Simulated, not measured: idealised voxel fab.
process module | voxel fin reveal
cross-section cut | 225 nm wide | cells 5 nm
A cross-section is a grid of square cells, given in bands from the top down. A band is one or more rows of cells.
Each band's line starts with the height of the band's top and of its bottom, in nm. Then come its materials from left to right, each with its width in nm. One material with "throughout" fills the band from edge to edge. "air" is empty space.
Height 0 is the level under which the wafer as received is all one material. The lowest band goes on downwards, as in "0 down".
A width such as "30 to 40" changes by the same amount from each row of cells to the next, from the band's top row to its bottom row.
"no change" after a step means that no cell of the cross-section changed.
closed voids: empty space of 8 cells or more with no open way to the top, each as width x height at its distance from the left edge, in nm
after a step's settings: what the simulator itself notes on the step
overlay nm, on a step with a mask: how far to the right of its planned place the mask lay; to the left if negative
plan
1 op RECEIVE | material Si
2 op CONFORMAL_DEP | material SiN | thk nm 5
3 op MASKED_ETCH | tone cover | mask id FINS | width nm 15 | pitch nm 35 | etch materials SiN | depth nm 5 | overlay nm 0
4 op MASKED_ETCH | tone cover | mask id FINS | width nm 15 | pitch nm 35 | etch materials Si | depth nm 25 | overlay nm 0
5 op FILL_DEP | material SiO2 | thk nm 5
6 op CMP | height nm 5
7 op SELECTIVE_ETCH | etch materials SiO2 | depth nm 30
8 op STRIP | etch materials SiN
9 op CONFORMAL_DEP | material SiO2 | thk nm 5
varied across the wafers: depth nm of step 4. The plan shows the first wafer's value. All wafers start alike
first wafer as received, after step 1
  0 down: Si throughout
  closed voids: none
each wafer at the end: cells of each material gained (+) or lost (-) since it was received, then its closed voids
depth nm 25 | -180 Si | +75 SiO2 | closed voids: none
depth nm 30 | -216 Si | +111 SiO2 | closed voids: none
depth nm 35 | -252 Si | +147 SiO2 | closed voids: none
depth nm 40 | -288 Si | +183 SiO2 | closed voids: none
depth nm 45 | -324 Si | +219 SiO2 | closed voids: none
depth nm 50 | -360 Si | +255 SiO2 | closed voids: none
